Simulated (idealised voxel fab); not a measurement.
Process module under the name voxel gate over fins
Section cut is 210 nm wide and gridded with 5 nm square cells.
Square cells in a grid make up a cross-section in this document, and the grid is given as bands, listed from the top down, each one or more rows of cells.
Each band's line starts with the height of the band's top and of its bottom, in nm. Then come its materials from left to right, each with its width in nm. One material with "all across" fills the band from edge to edge. "blank" is empty space.
Height is counted from the level 0, under which the received wafer is composed throughout of one material. The lowest of the bands is not closed at the bottom but continues downward, in the notation "0 and below".
Top row gets the first number, bottom row gets the second, and each row in between changes by the same step: that is how a band width like "30->40" works.
No cell of the cross-section changed in a step that is given as "changes: none".
Look at "Closed empty spaces" for the closed voids: empty spaces with no open path to the top, sized 8 cells or up. Each is width x height at distance, distance from the left edge, all nm.
Heads up: the bit after the settings on a step's line is the simulator's remark on that step.
What "overlay nm" on a step's line means: if the step has a mask, that mask lay this far to the right of its planned place, or, when the value is negative, to the left.
## plan
1) RECEIVE (material Si)
2) CONFORMAL_DEP (material SiN; thk nm 5)
3) DIRECTIONAL_DEP (material aC; thk nm 10)
4) PATTERN (tone cover; mask id FINS; material resist; width nm 15; pitch nm 60; thk nm 25; overlay nm 0)
5) DIRECTIONAL_ETCH (etch materials aC; depth nm 10)
6) STRIP (etch materials resist)
7) DIRECTIONAL_ETCH (etch materials SiN; depth nm 5)
8) DIRECTIONAL_ETCH (etch materials Si; depth nm 35)
9) STRIP (etch materials aC)
10) FILL_DEP (material SiO2; thk nm 5)
11) CMP (height nm 5)
12) DIRECTIONAL_DEP (material aC; thk nm 10)
13) PATTERN (tone open; mask id RAIL; material resist; width nm 15; thk nm 25; overlay nm 0)
14) DIRECTIONAL_ETCH (etch materials aC; depth nm 10)
15) STRIP (etch materials resist)
16) DIRECTIONAL_ETCH (etch materials SiO2; depth nm 35)
17) STRIP (etch materials aC)
18) CONFORMAL_DEP (material TiN; thk nm 5)
19) FILL_DEP (material Ru; thk nm 5)
20) CMP (height nm 5)
21) SELECTIVE_ETCH (etch materials W Ru TiN; depth nm 20)
22) FILL_DEP (material SiO2; thk nm 5)
23) CMP (height nm 5)
24) SELECTIVE_ETCH (etch materials SiO2; depth nm 15)
25) STRIP (etch materials SiN)
26) CONFORMAL_DEP (material HfO2; thk nm 5)
27) CONFORMAL_DEP (material TiN; thk nm 5)
28) FILL_DEP (material W; thk nm 10)
29) CMP (height nm 15)
30) CONFORMAL_DEP (material SiN; thk nm 10)
## Run as planned: first of two wafers
## Cross-section, incoming material, after step 1
    0 and below = Si all across
    Closed empty spaces: none
## Sectional view: wafer, after step 2
    5 down to 0 = SiN all across
    Note: structure below 0 unchanged.
## Sectional view: wafer, after step 3
    15 down to 5 = aC all across
    Note: structure below 5 unchanged.
## Sectional view: wafer, after step 4
    40 down to 15 = 65 nm blank | 15 nm resist | 45 nm blank | 15 nm resist | 70 nm blank
    Note: structure below 15 unchanged.
## Sectional view: wafer, after step 5
    30 down to 15 = 65 nm blank | 15 nm resist | 45 nm blank | 15 nm resist | 70 nm blank
    15 down to 5 = 65 nm blank | 15 nm aC | 45 nm blank | 15 nm aC | 70 nm blank
    Note: structure below 5 unchanged.
## Sectional view: wafer, after step 6
    15 down to 5 = 65 nm blank | 15 nm aC | 45 nm blank | 15 nm aC | 70 nm blank
    Note: structure below 5 unchanged.
## Sectional view: wafer, after step 7
    15 down to 5 = 65 nm blank | 15 nm aC | 45 nm blank | 15 nm aC | 70 nm blank
    5 down to 0 = 65 nm blank | 15 nm SiN | 45 nm blank | 15 nm SiN | 70 nm blank
    Note: structure below 0 unchanged.
## Sectional view: wafer, after step 8
    15 down to 5 = 65 nm blank | 15 nm aC | 45 nm blank | 15 nm aC | 70 nm blank
    5 down to 0 = 65 nm blank | 15 nm SiN | 45 nm blank | 15 nm SiN | 70 nm blank
    0 down to -35 = 65 nm blank | 15 nm Si | 45 nm blank | 15 nm Si | 70 nm blank
    Note: structure below -35 unchanged.
## Sectional view: wafer, after step 9
    5 down to 0 = 65 nm blank | 15 nm SiN | 45 nm blank | 15 nm SiN | 70 nm blank
    Note: structure below 0 unchanged.
## Sectional view: wafer, after step 10
    10 down to 5 = SiO2 all across
    5 down to 0 = 65 nm SiO2 | 15 nm SiN | 45 nm SiO2 | 15 nm SiN | 70 nm SiO2
    0 down to -35 = 65 nm SiO2 | 15 nm Si | 45 nm SiO2 | 15 nm Si | 70 nm SiO2
    Note: structure below -35 unchanged.
## Sectional view: wafer, after step 11
    5 down to 0 = 65 nm SiO2 | 15 nm SiN | 45 nm SiO2 | 15 nm SiN | 70 nm SiO2
    Note: structure below 0 unchanged.
## Sectional view: wafer, after step 12
    15 down to 5 = aC all across
    Note: structure below 5 unchanged.
## Sectional view: wafer, after step 13
    40 down to 15 = 95 nm resist | 15 nm blank | 100 nm resist
    Note: structure below 15 unchanged.
## Sectional view: wafer, after step 14
    30 down to 15 = 95 nm resist | 15 nm blank | 100 nm resist
    15 down to 5 = 95 nm aC | 15 nm blank | 100 nm aC
    Note: structure below 5 unchanged.
## Sectional view: wafer, after step 15
    15 down to 5 = 95 nm aC | 15 nm blank | 100 nm aC
    Note: structure below 5 unchanged.
## Sectional view: wafer, after step 16
    15 down to 5 = 95 nm aC | 15 nm blank | 100 nm aC
    5 down to 0 = 65 nm SiO2 | 15 nm SiN | 15 nm SiO2 | 15 nm blank | 15 nm SiO2 | 15 nm SiN | 70 nm SiO2
    0 down to -30 = 65 nm SiO2 | 15 nm Si | 15 nm SiO2 | 15 nm blank | 15 nm SiO2 | 15 nm Si | 70 nm SiO2
    Note: structure below -30 unchanged.
## Sectional view: wafer, after step 17
    5 down to 0 = 65 nm SiO2 | 15 nm SiN | 15 nm SiO2 | 15 nm blank | 15 nm SiO2 | 15 nm SiN | 70 nm SiO2
    Note: structure below 0 unchanged.
## Sectional view: wafer, after step 18
    10 down to 5 = 100 nm TiN | 5 nm blank | 105 nm TiN
    5 down to 0 = 65 nm SiO2 | 15 nm SiN | 15 nm SiO2 | 5 nm TiN | 5 nm blank | 5 nm TiN | 15 nm SiO2 | 15 nm SiN | 70 nm SiO2
    0 down to -25 = 65 nm SiO2 | 15 nm Si | 15 nm SiO2 | 5 nm TiN | 5 nm blank | 5 nm TiN | 15 nm SiO2 | 15 nm Si | 70 nm SiO2
    -25 down to -30 = 65 nm SiO2 | 15 nm Si | 15 nm SiO2 | 15 nm TiN | 15 nm SiO2 | 15 nm Si | 70 nm SiO2
    Note: structure below -30 unchanged.
## Sectional view: wafer, after step 19
    15 down to 10 = Ru all across
    10 down to 5 = 100 nm TiN | 5 nm Ru | 105 nm TiN
    5 down to 0 = 65 nm SiO2 | 15 nm SiN | 15 nm SiO2 | 5 nm TiN | 5 nm Ru | 5 nm TiN | 15 nm SiO2 | 15 nm SiN | 70 nm SiO2
    0 down to -25 = 65 nm SiO2 | 15 nm Si | 15 nm SiO2 | 5 nm TiN | 5 nm Ru | 5 nm TiN | 15 nm SiO2 | 15 nm Si | 70 nm SiO2
    Note: structure below -25 unchanged.
## Sectional view: wafer, after step 20
    5 down to 0 = 65 nm SiO2 | 15 nm SiN | 15 nm SiO2 | 5 nm TiN | 5 nm Ru | 5 nm TiN | 15 nm SiO2 | 15 nm SiN | 70 nm SiO2
    Note: structure below 0 unchanged.
## Sectional view: wafer, after step 21
    5 down to 0 = 65 nm SiO2 | 15 nm SiN | 15 nm SiO2 | 15 nm blank | 15 nm SiO2 | 15 nm SiN | 70 nm SiO2
    0 down to -15 = 65 nm SiO2 | 15 nm Si | 15 nm SiO2 | 15 nm blank | 15 nm SiO2 | 15 nm Si | 70 nm SiO2
    Note: structure below -15 unchanged.
## Sectional view: wafer, after step 22
    10 down to 5 = SiO2 all across
    5 down to 0 = 65 nm SiO2 | 15 nm SiN | 45 nm SiO2 | 15 nm SiN | 70 nm SiO2
    0 down to -15 = 65 nm SiO2 | 15 nm Si | 45 nm SiO2 | 15 nm Si | 70 nm SiO2
    Note: structure below -15 unchanged.
## Sectional view: wafer, after step 23
    5 down to 0 = 65 nm SiO2 | 15 nm SiN | 45 nm SiO2 | 15 nm SiN | 70 nm SiO2
    Note: structure below 0 unchanged.
## Sectional view: wafer, after step 24
    5 down to 0 = 65 nm blank | 15 nm SiN | 45 nm blank | 15 nm SiN | 70 nm blank
    0 down to -10 = 65 nm blank | 15 nm Si | 45 nm blank | 15 nm Si | 70 nm blank
    Note: structure below -10 unchanged.
## Sectional view: wafer, after step 25
    0 down to -10 = 65 nm blank | 15 nm Si | 45 nm blank | 15 nm Si | 70 nm blank
    Note: structure below -10 unchanged.
## Sectional view: wafer, after step 26
    5 down to 0 = 60 nm blank | 25 nm HfO2 | 35 nm blank | 25 nm HfO2 | 65 nm blank
    0 down to -5 = 60 nm blank | 5 nm HfO2 | 15 nm Si | 5 nm HfO2 | 35 nm blank | 5 nm HfO2 | 15 nm Si | 5 nm HfO2 | 65 nm blank
    -5 down to -10 = 65 nm HfO2 | 15 nm Si | 45 nm HfO2 | 15 nm Si | 70 nm HfO2
    Note: structure below -10 unchanged.
## Sectional view: wafer, after step 27
    10 down to 5 = 55 nm blank | 35 nm TiN | 25 nm blank | 35 nm TiN | 60 nm blank
    5 down to 0 = 55 nm blank | 5 nm TiN | 25 nm HfO2 | 5 nm TiN | 25 nm blank | 5 nm TiN | 25 nm HfO2 | 5 nm TiN | 60 nm blank
    0 down to -5 = 60 nm TiN | 5 nm HfO2 | 15 nm Si | 5 nm HfO2 | 35 nm TiN | 5 nm HfO2 | 15 nm Si | 5 nm HfO2 | 65 nm TiN
    Note: structure below -5 unchanged.
## Sectional view: wafer, after step 28
    20 down to 10 = W all across
    10 down to 5 = 55 nm W | 35 nm TiN | 25 nm W | 35 nm TiN | 60 nm W
    5 down to 0 = 55 nm W | 5 nm TiN | 25 nm HfO2 | 5 nm TiN | 25 nm W | 5 nm TiN | 25 nm HfO2 | 5 nm TiN | 60 nm W
    Note: structure below 0 unchanged.
## Sectional view: wafer, after step 29
    15 down to 10 = W all across
    Note: structure below 10 unchanged.
## Sectional view: wafer, after step 30
    25 down to 15 = SiN all across
    Note: structure below 15 unchanged.
## Okay, second wafer. Nothing different at the start, nothing different in the plan, just one mistake somewhere in the running. As far as step 17, counting that step, it's the first wafer all over again
## Cross-sectional view of the second wafer at the intended end time of process step 18
    10 down to 5 = 100 nm SiO2 | 5 nm blank | 105 nm SiO2
    5 down to 0 = 65 nm SiO2 | 15 nm SiN | 20 nm SiO2 | 5 nm blank | 20 nm SiO2 | 15 nm SiN | 70 nm SiO2
    0 down to -25 = 65 nm SiO2 | 15 nm Si | 20 nm SiO2 | 5 nm blank | 20 nm SiO2 | 15 nm Si | 70 nm SiO2
    -25 down to -35 = 65 nm SiO2 | 15 nm Si | 45 nm SiO2 | 15 nm Si | 70 nm SiO2
    Note: structure below -35 unchanged.
## Cross-sectional view of the second wafer at the intended end time of process step 19
    15 down to 10 = Ru all across
    10 down to 5 = 100 nm SiO2 | 5 nm Ru | 105 nm SiO2
    5 down to 0 = 65 nm SiO2 | 15 nm SiN | 20 nm SiO2 | 5 nm Ru | 20 nm SiO2 | 15 nm SiN | 70 nm SiO2
    0 down to -25 = 65 nm SiO2 | 15 nm Si | 20 nm SiO2 | 5 nm Ru | 20 nm SiO2 | 15 nm Si | 70 nm SiO2
    Note: structure below -25 unchanged.
## Cross-sectional view of the second wafer at the intended end time of process step 20
    5 down to 0 = 65 nm SiO2 | 15 nm SiN | 20 nm SiO2 | 5 nm Ru | 20 nm SiO2 | 15 nm SiN | 70 nm SiO2
    Note: structure below 0 unchanged.
## Cross-sectional view of the second wafer at the intended end time of process step 21
    5 down to 0 = 65 nm SiO2 | 15 nm SiN | 20 nm SiO2 | 5 nm blank | 20 nm SiO2 | 15 nm SiN | 70 nm SiO2
    0 down to -15 = 65 nm SiO2 | 15 nm Si | 20 nm SiO2 | 5 nm blank | 20 nm SiO2 | 15 nm Si | 70 nm SiO2
    Note: structure below -15 unchanged.
## Cross-sectional view of the second wafer at the intended end time of process step 22
    10 down to 5 = SiO2 all across
    5 down to 0 = 65 nm SiO2 | 15 nm SiN | 45 nm SiO2 | 15 nm SiN | 70 nm SiO2
    0 down to -15 = 65 nm SiO2 | 15 nm Si | 45 nm SiO2 | 15 nm Si | 70 nm SiO2
    Note: structure below -15 unchanged.
## Cross-sectional view of the second wafer at the intended end time of process step 23
    5 down to 0 = 65 nm SiO2 | 15 nm SiN | 45 nm SiO2 | 15 nm SiN | 70 nm SiO2
    Note: structure below 0 unchanged.
## Cross-sectional view of the second wafer at the intended end time of process step 24
    5 down to 0 = 65 nm blank | 15 nm SiN | 45 nm blank | 15 nm SiN | 70 nm blank
    0 down to -10 = 65 nm blank | 15 nm Si | 45 nm blank | 15 nm Si | 70 nm blank
    Note: structure below -10 unchanged.
## Cross-sectional view of the second wafer at the intended end time of process step 25
    0 down to -10 = 65 nm blank | 15 nm Si | 45 nm blank | 15 nm Si | 70 nm blank
    Note: structure below -10 unchanged.
## Cross-sectional view of the second wafer at the intended end time of process step 26
    5 down to 0 = 60 nm blank | 25 nm HfO2 | 35 nm blank | 25 nm HfO2 | 65 nm blank
    0 down to -5 = 60 nm blank | 5 nm HfO2 | 15 nm Si | 5 nm HfO2 | 35 nm blank | 5 nm HfO2 | 15 nm Si | 5 nm HfO2 | 65 nm blank
    -5 down to -10 = 65 nm HfO2 | 15 nm Si | 45 nm HfO2 | 15 nm Si | 70 nm HfO2
    Note: structure below -10 unchanged.
## Cross-sectional view of the second wafer at the intended end time of process step 27
    10 down to 5 = 55 nm blank | 35 nm TiN | 25 nm blank | 35 nm TiN | 60 nm blank
    5 down to 0 = 55 nm blank | 5 nm TiN | 25 nm HfO2 | 5 nm TiN | 25 nm blank | 5 nm TiN | 25 nm HfO2 | 5 nm TiN | 60 nm blank
    0 down to -5 = 60 nm TiN | 5 nm HfO2 | 15 nm Si | 5 nm HfO2 | 35 nm TiN | 5 nm HfO2 | 15 nm Si | 5 nm HfO2 | 65 nm TiN
    Note: structure below -5 unchanged.
## Cross-sectional view of the second wafer at the intended end time of process step 28
    20 down to 10 = W all across
    10 down to 5 = 55 nm W | 35 nm TiN | 25 nm W | 35 nm TiN | 60 nm W
    5 down to 0 = 55 nm W | 5 nm TiN | 25 nm HfO2 | 5 nm TiN | 25 nm W | 5 nm TiN | 25 nm HfO2 | 5 nm TiN | 60 nm W
    Note: structure below 0 unchanged.
## Cross-sectional view of the second wafer at the intended end time of process step 29
    15 down to 10 = W all across
    Note: structure below 10 unchanged.
## Cross-sectional view of the second wafer at the intended end time of process step 30
    25 down to 15 = SiN all across
    Note: structure below 15 unchanged.
What went wrong in running the wafer? planned and actual differ for step 18; actual: CONFORMAL_DEP (material SiO2; thk nm 5)
End of process, cell counts, second wafer against first, materials with more or fewer: +7 SiO2, -7 TiN
